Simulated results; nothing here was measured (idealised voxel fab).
Module name: voxel released beams (process module)
Cross-sectional view cut (width: 225 nm; square cell size: 5 nm).
We lay out every cross-section as a grid of square cells and spell it out in bands from the top down, where one band means one or more rows of cells.
The band entry comprises the height of the band's top followed by the height of its bottom, expressed in nm, and subsequently the band's materials from left to right, each stated together with its width in nm. Where a single material is marked with the word "all across", that material fills the band from edge to edge. The word "empty" represents empty space.
Heights are measured from 0, the level below which the as-received wafer is all one material; the lowest band has no bottom and continues downward, written as in "0..down".
The expression "30 to 40" gives the width at the extremes of the band, the first number at its top row of cells and the second at its bottom row, with the width changing by equal amounts from each row to the next in between.
Key: "nothing was modified" - step with no changed cell in the cross-section.
"Cavities, sealed" - sealed voids, min. 8 cells, no opening to top; format: width x height at distance (distance from left edge; nm throughout).
If you see something after the settings on a step's line, that's the simulator's own remark about that step.
You can add "overlay nm" to a step's line. For a step with a mask, it describes how far the mask lay to the right of its planned position, and a negative number describes a lay to the left.
Here's what the planned process steps look like
1 RECEIVE (material Si)
2 CONFORMAL_DEP (material SiN; thk nm 5)
3 DIRECTIONAL_DEP (material SiO2; thk nm 10)
4 DIRECTIONAL_DEP (material aC; thk nm 15)
5 PATTERN (tone open; mask id ANCHOR; material resist; width nm 45; thk nm 35; overlay nm 0)
6 DIRECTIONAL_ETCH (etch materials aC; depth nm 15)
7 STRIP (etch materials resist)
8 DIRECTIONAL_ETCH (etch materials SiO2; depth nm 10)
9 STRIP (etch materials aC)
10 CONFORMAL_DEP (material TiN; thk nm 15)
11 PATTERN (tone cover; mask id BEAM; material resist; width nm 80; thk nm 20; overlay nm 0)
12 DIRECTIONAL_ETCH (etch materials TiN; depth nm 15)
13 STRIP (etch materials resist)
14 STRIP (etch materials SiO2)
The width nm used in step 11 is not the same on every wafer, whereas the starting condition is; the value printed in the plan is the first wafer's.
Cut through the first of several wafers as received, post step 1
> 0..down: Si all across
> Cavities, sealed: none
Depicted here is the first of several wafers in cross-section, at module completion following the last step, step 14
> 30..20: 70 nm empty; 15 nm TiN; 15 nm empty; 50 nm TiN; 75 nm empty
> 20..15: 70 nm empty; 80 nm TiN; 75 nm empty
> 15..5: 70 nm empty; 45 nm TiN; 110 nm empty
> 5..0: SiN all across
> 0..down: Si all across
> Cavities, sealed: none
At the end of the module, the last of several wafers in cross-section
> 30..20: 60 nm empty; 25 nm TiN; 15 nm empty; 65 nm TiN; 60 nm empty
> 20..15: 60 nm empty; 105 nm TiN; 60 nm empty
> 15..5: 70 nm empty; 45 nm TiN; 110 nm empty
> 5..0: SiN all across
> 0..down: Si all across
> Cavities, sealed: none
What follows is a table in which each wafer occupies a row; for the wafer as it stands at the close of the module, the row states, material by material, how many cells have been gained (+) or lost (-) since receipt, and then gives its closed voids
width nm 80, +45 SiN, +60 TiN, Cavities, sealed: none
width nm 85, +45 SiN, +63 TiN, Cavities, sealed: none
width nm 90, +45 SiN, +66 TiN, Cavities, sealed: none
width nm 95, +45 SiN, +69 TiN, Cavities, sealed: none
width nm 100, +45 SiN, +72 TiN, Cavities, sealed: none
width nm 105, +45 SiN, +75 TiN, Cavities, sealed: none
